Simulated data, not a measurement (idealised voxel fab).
Process module heading - voxel transistor to metal
FYI the section here is cut, 145 nm wide, cells are 5 nm squares.
In this document a cross-section is written as a grid of square cells. It is given as a series of bands, listed from the top down, and a band is one or more rows of cells. First you get the band's top height and its bottom height, in nm, and then the materials it's made of, left to right, with each width in nm. If you see a single material with "all across", that one covers the band edge to edge. "air" is empty space. A quick word on heights: they are counted from 0, and under that level the wafer as it came to us is one material throughout. The lowest band is different from the rest in having no bottom; it simply continues downward, written as in "top 0, no bottom". Quick explanation for "30 to 40": the width changes in equal steps down the rows of cells, from the first number in the band's top row to the second number in its bottom row. "remains unaltered" means the step left every cell of the cross-section as it was. Non-vented voids: empty space of 8 cells or more with no open way to the top, each as width x height at its distance from the left edge, in nm. Read whatever lies past the settings on a step's line as the simulator's own remark about the step. overlay nm: step with mask; distance mask lay right of planned place; negative value = left of planned place.
# Listed below are the process steps as planned
1 op RECEIVE | material Si
2 op CONFORMAL_DEP | material SiO2 | thk nm 5
3 op CONFORMAL_DEP | material SiN | thk nm 10
4 op DIRECTIONAL_DEP | material aC | thk nm 10
5 op PATTERN | tone cover | mask id ACTIVE | material resist | width nm 105 | thk nm 25 | overlay nm 0
6 op DIRECTIONAL_ETCH | etch materials aC | depth nm 10
7 op STRIP | etch materials resist
8 op DIRECTIONAL_ETCH | etch materials SiN | depth nm 10
9 op DIRECTIONAL_ETCH | etch materials SiO2 | depth nm 5
10 op DIRECTIONAL_ETCH | etch materials Si | depth nm 25
11 op STRIP | etch materials aC
12 op FILL_DEP | material SiO2 | thk nm 15
13 op CMP | height nm 15
14 op SELECTIVE_ETCH | etch materials SiO2 | depth nm 5
15 op STRIP | etch materials SiN
16 op SELECTIVE_ETCH | etch materials SiO2 | depth nm 5
17 op OXIDIZE | depth nm 5
18 op DIRECTIONAL_DEP | material polySi | thk nm 30
19 op DIRECTIONAL_DEP | material SiCN | thk nm 10
20 op MASKED_ETCH | tone cover | mask id GATE | width nm 25 | etch materials SiCN | depth nm 20 | overlay nm 0
21 op MASKED_ETCH | tone cover | mask id GATE | width nm 25 | etch materials polySi | depth nm 40 | overlay nm 0
22 op CONFORMAL_DEP | material SiO2 | thk nm 5
23 op DIRECTIONAL_ETCH | etch materials SiO2 | depth nm 5
24 op CONFORMAL_DEP | material SiN | thk nm 10
25 op DIRECTIONAL_ETCH | etch materials SiN | depth nm 10
26 op DIRECTIONAL_ETCH | etch materials SiO2 | depth nm 5
27 op DIRECTIONAL_ETCH | etch materials Si | depth nm 5
28 op EPI | material nSi | thk nm 10
29 op FILL_DEP | material SiO2 | thk nm 10
30 op CMP | height nm 40
31 op DIRECTIONAL_DEP | material SiO2 | thk nm 15
32 op MASKED_ETCH | tone open | mask id CONTACT | width nm 15 | pitch nm 80 | etch materials SiO2 | depth nm 50 | overlay nm 0
33 op CONFORMAL_DEP | material TiN | thk nm 5
34 op FILL_DEP | material Ru | thk nm 10
35 op CMP | height nm 55
36 op CONFORMAL_DEP | material SiCN | thk nm 5
37 op DIRECTIONAL_DEP | material lowk | thk nm 25
38 op DIRECTIONAL_DEP | material aC | thk nm 15
39 op PATTERN | tone open | mask id METAL_1 | material resist | width nm 15 | pitch nm 80 | thk nm 30 | overlay nm 0
40 op DIRECTIONAL_ETCH | etch materials aC | depth nm 15
41 op STRIP | etch materials resist
42 op DIRECTIONAL_ETCH | etch materials lowk | depth nm 25
43 op DIRECTIONAL_ETCH | etch materials SiCN | depth nm 5
44 op STRIP | etch materials aC
45 op CONFORMAL_DEP | material TiN | thk nm 5
46 op FILL_DEP | material Cu | thk nm 10
47 op CMP | height nm 85
48 op CONFORMAL_DEP | material SiCN | thk nm 5
49 op DIRECTIONAL_DEP | material SiO2 | thk nm 25
50 op DIRECTIONAL_DEP | material aC | thk nm 10
51 op PATTERN | tone open | mask id METAL_2 | material resist | width nm 15 | pitch nm 80 | thk nm 30 | overlay nm -10
52 op DIRECTIONAL_ETCH | etch materials aC | depth nm 10
53 op STRIP | etch materials resist
54 op DIRECTIONAL_ETCH | etch materials SiO2 | depth nm 15
55 op STRIP | etch materials aC
56 op DIRECTIONAL_DEP | material aC | thk nm 15
57 op PATTERN | tone open | mask id METAL_2_HOLES | material resist | width nm 15 | pitch nm 80 | thk nm 30 | overlay nm 0
58 op DIRECTIONAL_ETCH | etch materials aC | depth nm 15
59 op STRIP | etch materials resist
60 op DIRECTIONAL_ETCH | etch materials SiO2 | depth nm 10
61 op DIRECTIONAL_ETCH | etch materials SiCN | depth nm 5
62 op STRIP | etch materials aC
63 op CONFORMAL_DEP | material TiN | thk nm 5
64 op FILL_DEP | material Cu | thk nm 10
65 op CMP | height nm 115
66 op CONFORMAL_DEP | material SiCN | thk nm 5
Heads up: all these wafers start the same, and what changes between them is the overlay nm in step 51. The value you see in the plan is just what the first wafer got.
# So this is the first of several wafers, cross-sectioned as it came to us, meaning it's at the end of step 1
  top 0, no bottom = Si all across
  Non-vented voids: none
# Quick look at the cross-section of the first of several wafers after step 66, which wraps up the module
  top 120, bottom 115 = SiCN all across
  top 115, bottom 105 = 15 of SiO2 / 5 of TiN / 15 to 5 of Cu / 5 to 15 of TiN / 55 of SiO2 / 5 of TiN / 15 to 5 of Cu / 5 to 15 of TiN / 25 of SiO2
  top 105, bottom 100 = 15 of SiO2 / 15 of TiN / 65 of SiO2 / 15 of TiN / 35 of SiO2
  top 100, bottom 90 = 25 of SiO2 / 5 of TiN / 75 of SiO2 / 5 of TiN / 35 of SiO2
  top 90, bottom 85 = 25 of SiCN / 5 of TiN / 75 of SiCN / 5 of TiN / 35 of SiCN
  top 85, bottom 60 = 25 of lowk / 5 of TiN / 5 of Cu / 5 of TiN / 65 of lowk / 5 of TiN / 5 of Cu / 5 of TiN / 25 of lowk
  top 60, bottom 55 = 25 of SiCN / 15 of TiN / 65 of SiCN / 15 of TiN / 25 of SiCN
  top 55, bottom 40 = 25 of SiO2 / 5 of TiN / 5 of Ru / 5 of TiN / 65 of SiO2 / 5 of TiN / 5 of Ru / 5 of TiN / 25 of SiO2
  top 40, bottom 30 = 25 of SiO2 / 5 of TiN / 5 of Ru / 5 of TiN / 5 of SiO2 / 10 of SiN / 5 of SiO2 / 25 of SiCN / 5 of SiO2 / 10 of SiN / 5 of SiO2 / 5 of TiN / 5 of Ru / 5 of TiN / 25 of SiO2
  top 30, bottom 10 = 25 of SiO2 / 5 of TiN / 5 of Ru / 5 of TiN / 5 of SiO2 / 10 of SiN / 5 of SiO2 / 25 of polySi / 5 of SiO2 / 10 of SiN / 5 of SiO2 / 5 of TiN / 5 of Ru / 5 of TiN / 25 of SiO2
  top 10, bottom 5 = 25 of SiO2 / 15 of TiN / 5 of SiO2 / 10 of SiN / 5 of SiO2 / 25 of polySi / 5 of SiO2 / 10 of SiN / 5 of SiO2 / 15 of TiN / 25 of SiO2
  top 5, bottom 0 = 20 of SiO2 / 10 of SiN / 15 of nSi / 10 of SiN / 5 of SiO2 / 25 of polySi / 5 of SiO2 / 10 of SiN / 15 of nSi / 10 of SiN / 20 of SiO2
  top 0, bottom -5 = 30 of SiO2 / 15 of nSi / 55 of SiO2 / 15 of nSi / 30 of SiO2
  top -5, bottom -10 = 20 of SiO2 / 10 of Si / 15 of nSi / 55 of Si / 15 of nSi / 10 of Si / 20 of SiO2
  top -10, bottom -25 = 20 of SiO2 / 105 of Si / 20 of SiO2
  top -25, no bottom = Si all across
  Non-vented voids: none
# The final wafer, sectioned at module end
  top 120, bottom 115 = SiCN all across
  top 115, bottom 105 = 25 of SiO2 / 5 to 15 of TiN / 15 to 5 of Cu / 5 of TiN / 55 of SiO2 / 5 to 15 of TiN / 15 to 5 of Cu / 5 of TiN / 15 of SiO2
  top 105, bottom 100 = 35 of SiO2 / 15 of TiN / 65 of SiO2 / 15 of TiN / 15 of SiO2
  top 100, bottom 90 = 35 of SiO2 / 5 of TiN / 75 of SiO2 / 5 of TiN / 25 of SiO2
  top 90, bottom 85 = 35 of SiCN / 5 of TiN / 75 of SiCN / 5 of TiN / 25 of SiCN
  top 85, bottom 60 = 25 of lowk / 5 of TiN / 5 of Cu / 5 of TiN / 65 of lowk / 5 of TiN / 5 of Cu / 5 of TiN / 25 of lowk
  top 60, bottom 55 = 25 of SiCN / 15 of TiN / 65 of SiCN / 15 of TiN / 25 of SiCN
  top 55, bottom 40 = 25 of SiO2 / 5 of TiN / 5 of Ru / 5 of TiN / 65 of SiO2 / 5 of TiN / 5 of Ru / 5 of TiN / 25 of SiO2
  top 40, bottom 30 = 25 of SiO2 / 5 of TiN / 5 of Ru / 5 of TiN / 5 of SiO2 / 10 of SiN / 5 of SiO2 / 25 of SiCN / 5 of SiO2 / 10 of SiN / 5 of SiO2 / 5 of TiN / 5 of Ru / 5 of TiN / 25 of SiO2
  top 30, bottom 10 = 25 of SiO2 / 5 of TiN / 5 of Ru / 5 of TiN / 5 of SiO2 / 10 of SiN / 5 of SiO2 / 25 of polySi / 5 of SiO2 / 10 of SiN / 5 of SiO2 / 5 of TiN / 5 of Ru / 5 of TiN / 25 of SiO2
  top 10, bottom 5 = 25 of SiO2 / 15 of TiN / 5 of SiO2 / 10 of SiN / 5 of SiO2 / 25 of polySi / 5 of SiO2 / 10 of SiN / 5 of SiO2 / 15 of TiN / 25 of SiO2
  top 5, bottom 0 = 20 of SiO2 / 10 of SiN / 15 of nSi / 10 of SiN / 5 of SiO2 / 25 of polySi / 5 of SiO2 / 10 of SiN / 15 of nSi / 10 of SiN / 20 of SiO2
  top 0, bottom -5 = 30 of SiO2 / 15 of nSi / 55 of SiO2 / 15 of nSi / 30 of SiO2
  top -5, bottom -10 = 20 of SiO2 / 10 of Si / 15 of nSi / 55 of Si / 15 of nSi / 10 of Si / 20 of SiO2
  top -10, bottom -25 = 20 of SiO2 / 105 of Si / 20 of SiO2
  top -25, no bottom = Si all across
  Non-vented voids: none
# wafer rows; end of module; cells per material since receipt: (+) gained, (-) lost; then closed voids
overlay nm -10; +18 Cu; +18 Ru; -67 Si; +89 SiCN; +36 SiN; +347 SiO2; +92 TiN; +115 lowk; +18 nSi; +30 polySi; Non-vented voids: none
overlay nm -5; +16 Cu; +18 Ru; -67 Si; +87 SiCN; +36 SiN; +347 SiO2; +96 TiN; +115 lowk; +18 nSi; +30 polySi; Non-vented voids: none
overlay nm 0; +20 Cu; +18 Ru; -67 Si; +85 SiCN; +36 SiN; +347 SiO2; +94 TiN; +115 lowk; +18 nSi; +30 polySi; Non-vented voids: none
overlay nm 5; +16 Cu; +18 Ru; -67 Si; +87 SiCN; +36 SiN; +347 SiO2; +96 TiN; +115 lowk; +18 nSi; +30 polySi; Non-vented voids: none
overlay nm 10; +18 Cu; +18 Ru; -67 Si; +89 SiCN; +36 SiN; +347 SiO2; +92 TiN; +115 lowk; +18 nSi; +30 polySi; Non-vented voids: none
